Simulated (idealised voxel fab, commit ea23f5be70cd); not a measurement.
Herein follows the process module entitled voxel self aligned vias.
260 nm wide, 5 nm square cells: that's cross-section cut.
Each cross-section below is a grid of square cells, stated as bands in top-down order, with one or more rows of cells making up each band. In this notation a band is specified by the heights of its top and bottom, in that order and in nm, after which its materials appear from left to right, each paired with its width in nm. The word "full width" attached to a single material means that material fills the band from edge to edge; the word "blank" stands for empty space. Beneath 0, the wafer as received is one material, and that level is where height counting begins. The lowest band goes on downward without a bottom; it is written like "z 0 and below". The two numbers in a width such as "30..40" mark its ends across the band: the first belongs to the top row of cells, the second to the bottom row, and from each row to the next the width moves by the same amount. "stayed the same" (step): cross-section cells unchanged, all of them. Closed-off voids of 8+ cells (no open route to the top) go in "Enclosed voids", written width x height at distance from the left edge, in nm. If you see something after the settings on a step's line, that's the simulator's own remark about that step. overlay nm, on a step with a mask: how far to the right of its planned place the mask lay; to the left if negative.

### Below is the list of planned process steps
1. RECEIVE | material Si
2. CONFORMAL_DEP | material SiO2 | thk nm 10
3. CONFORMAL_DEP | material SiCN | thk nm 5
4. DIRECTIONAL_DEP | material lowk | thk nm 30
5. MASKED_ETCH | tone open | mask id LINES | width nm 25 | pitch nm 60 | etch materials lowk | depth nm 30 | overlay nm 0
6. CONFORMAL_DEP | material TiN | thk nm 5
7. FILL_DEP | material Ru | thk nm 10
8. CMP | height nm 45
9. SELECTIVE_ETCH | etch materials W Ru TiN | depth nm 5
10. FILL_DEP | material SiN | thk nm 5
11. CMP | height nm 45
12. DIRECTIONAL_DEP | material lowk | thk nm 15
13. PATTERN | tone open | mask id VIAS | material resist | width nm 35 | pitch nm 60 | thk nm 15 | overlay nm 0
14. DIRECTIONAL_ETCH | etch materials lowk | depth nm 15
15. DIRECTIONAL_ETCH | etch materials SiN | depth nm 5
16. STRIP | etch materials resist
17. CONFORMAL_DEP | material TiN | thk nm 5
18. FILL_DEP | material Cu | thk nm 10
19. CMP | height nm 60
20. CONFORMAL_DEP | material SiCN | thk nm 5

### As-received wafer cross-section (after step 1)
- z 0 and below | Si full width
- Enclosed voids: none

### Final cross-section, module run with one mistake (start and plan as above)
- z 65 to 60 | SiCN full width
- z 60 to 50 | lowk 50  TiN 5  Cu 25  TiN 5  lowk 25  TiN 5  Cu 25  TiN 5  lowk 25  TiN 5  Cu 25  TiN 5  lowk 55
- z 50 to 45 | lowk 50  TiN 15  Cu 5  TiN 15  lowk 25  TiN 15  Cu 5  TiN 15  lowk 25  TiN 15  Cu 5  TiN 15  lowk 55
- z 45 to 40 | lowk 60  TiN 15  lowk 45  TiN 15  lowk 45  TiN 15  lowk 65
- z 40 to 20 | lowk 60  TiN 5  Ru 5  TiN 5  lowk 45  TiN 5  Ru 5  TiN 5  lowk 45  TiN 5  Ru 5  TiN 5  lowk 65
- z 20 to 15 | lowk 60  TiN 15  lowk 45  TiN 15  lowk 45  TiN 15  lowk 65
- z 15 to 10 | SiCN full width
- z 10 to 0 | SiO2 full width
- z 0 and below | Si full width
- Enclosed voids: none
Against the plan, the run slipped here: step 5 was run on a setting that differed from the plan, and what really ran there is MASKED_ETCH | tone open | mask id LINES | width nm 15 | pitch nm 60 | etch materials lowk | depth nm 30 | overlay nm 0
